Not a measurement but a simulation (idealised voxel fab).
You're looking at the process module voxel self aligned contacts.
In the cross-section labelled cut, the width is 245 nm and each square cell is 5 nm.
This document writes a cross-section as a grid whose cells are square, and gives it as bands, listed from the top down; one or more rows of cells form a band. Band: top height; bottom height; in nm. Then, left to right: material with width in nm, for each material. "edge to edge": a single material spanning edge to edge. "empty": empty space. Heights are expressed relative to 0, this being the level below which the as-received wafer comprises one material exclusively. The lowest band is unbounded in the downward direction and is denoted as in "z 0 and below". Graded width ("30 to 40"): value in top row of band = first number; value in bottom row = second number; row-to-row change constant. A step reported as "identical to before" is a step in which no cell of the cross-section changed. "Unvented cavities" lists enclosed empty spaces (at least 8 cells, no open path upward to the top), each as width x height at distance from the left edge, in nm. On a step's line, text after the settings is the simulator commenting on that step. Steps that use a mask can have "overlay nm" on their line. It says how far the mask sat to the right of where it was meant to be. Negative means to the left.

## Steps planned for the process
- 1: RECEIVE | material Si
- 2: CONFORMAL_DEP | material SiO2 | thk nm 5
- 3: DIRECTIONAL_DEP | material polySi | thk nm 20
- 4: DIRECTIONAL_DEP | material SiN | thk nm 25
- 5: DIRECTIONAL_DEP | material aC | thk nm 10
- 6: PATTERN | tone cover | mask id GATE | material resist | width nm 25 | pitch nm 70 | thk nm 30 | overlay nm 0
- 7: DIRECTIONAL_ETCH | etch materials aC | depth nm 10
- 8: STRIP | etch materials resist
- 9: DIRECTIONAL_ETCH | etch materials SiN | depth nm 25
- 10: DIRECTIONAL_ETCH | etch materials polySi | depth nm 20
- 11: STRIP | etch materials aC
- 12: CONFORMAL_DEP | material SiN | thk nm 10
- 13: DIRECTIONAL_ETCH | etch materials SiN | depth nm 10
- 14: FILL_DEP | material SiO2 | thk nm 10
- 15: CMP | height nm 55
- 16: MASKED_ETCH | tone open | mask id CONTACT | width nm 55 | pitch nm 70 | etch materials SiO2 | depth nm 55 | overlay nm 0
- 17: CONFORMAL_DEP | material TiN | thk nm 5
- 18: FILL_DEP | material W | thk nm 5
- 19: CMP | height nm 45
- 20: CONFORMAL_DEP | material SiCN | thk nm 5
For this document, wafers share an identical start and vary in the step 19 height nm; the plan quotes the first wafer's value.

## First wafer of several, as received: cross-section after step 1
- z 0 and below | Si edge to edge
- Unvented cavities: none

## Depicted here is the first of several wafers in cross-section, at module completion following the last step, step 20
- z 50 to 45 | SiCN edge to edge
- z 45 to 25 | SiO2: 30 / SiN: 45 / TiN: 5 / W: 15 / TiN: 5 / SiN: 45 / TiN: 5 / W: 15 / TiN: 5 / SiN: 45 / SiO2: 30
- z 25 to 5 | SiO2: 30 / SiN: 10 / polySi: 25 / SiN: 10 / TiN: 5 / W: 15 / TiN: 5 / SiN: 10 / polySi: 25 / SiN: 10 / TiN: 5 / W: 15 / TiN: 5 / SiN: 10 / polySi: 25 / SiN: 10 / SiO2: 30
- z 5 to 0 | SiO2: 75 / TiN: 25 / SiO2: 45 / TiN: 25 / SiO2: 75
- z 0 and below | Si edge to edge
- Unvented cavities: none

## Sectional view of the last wafer upon completion of the module
- z 70 to 65 | SiCN edge to edge
- z 65 to 60 | W edge to edge
- z 60 to 55 | TiN: 65 / W: 45 / TiN: 25 / W: 45 / TiN: 65
- z 55 to 50 | SiO2: 60 / TiN: 20 / W: 15 / TiN: 20 / SiO2: 15 / TiN: 20 / W: 15 / TiN: 20 / SiO2: 60
- z 50 to 25 | SiO2: 30 / SiN: 45 / TiN: 5 / W: 15 / TiN: 5 / SiN: 45 / TiN: 5 / W: 15 / TiN: 5 / SiN: 45 / SiO2: 30
- z 25 to 5 | SiO2: 30 / SiN: 10 / polySi: 25 / SiN: 10 / TiN: 5 / W: 15 / TiN: 5 / SiN: 10 / polySi: 25 / SiN: 10 / TiN: 5 / W: 15 / TiN: 5 / SiN: 10 / polySi: 25 / SiN: 10 / SiO2: 30
- z 5 to 0 | SiO2: 75 / TiN: 25 / SiO2: 45 / TiN: 25 / SiO2: 75
- z 0 and below | Si edge to edge
- Unvented cavities: none

## The following table contains a row per wafer, in which are reported, at the conclusion of the module, the cells of each material gained (+) or lost (-) since the wafer's receipt, with its closed voids given thereafter
height nm 45 | +49 SiCN | +156 SiN | +135 SiO2 | +42 TiN | +48 W | +60 polySi | Unvented cavities: none
height nm 50 | +49 SiCN | +183 SiN | +147 SiO2 | +46 TiN | +54 W | +60 polySi | Unvented cavities: none
height nm 55 | +49 SiCN | +183 SiN | +174 SiO2 | +62 TiN | +60 W | +60 polySi | Unvented cavities: none
height nm 60 | +49 SiCN | +183 SiN | +174 SiO2 | +93 TiN | +78 W | +60 polySi | Unvented cavities: none
height nm 65 | +49 SiCN | +183 SiN | +174 SiO2 | +93 TiN | +127 W | +60 polySi | Unvented cavities: none
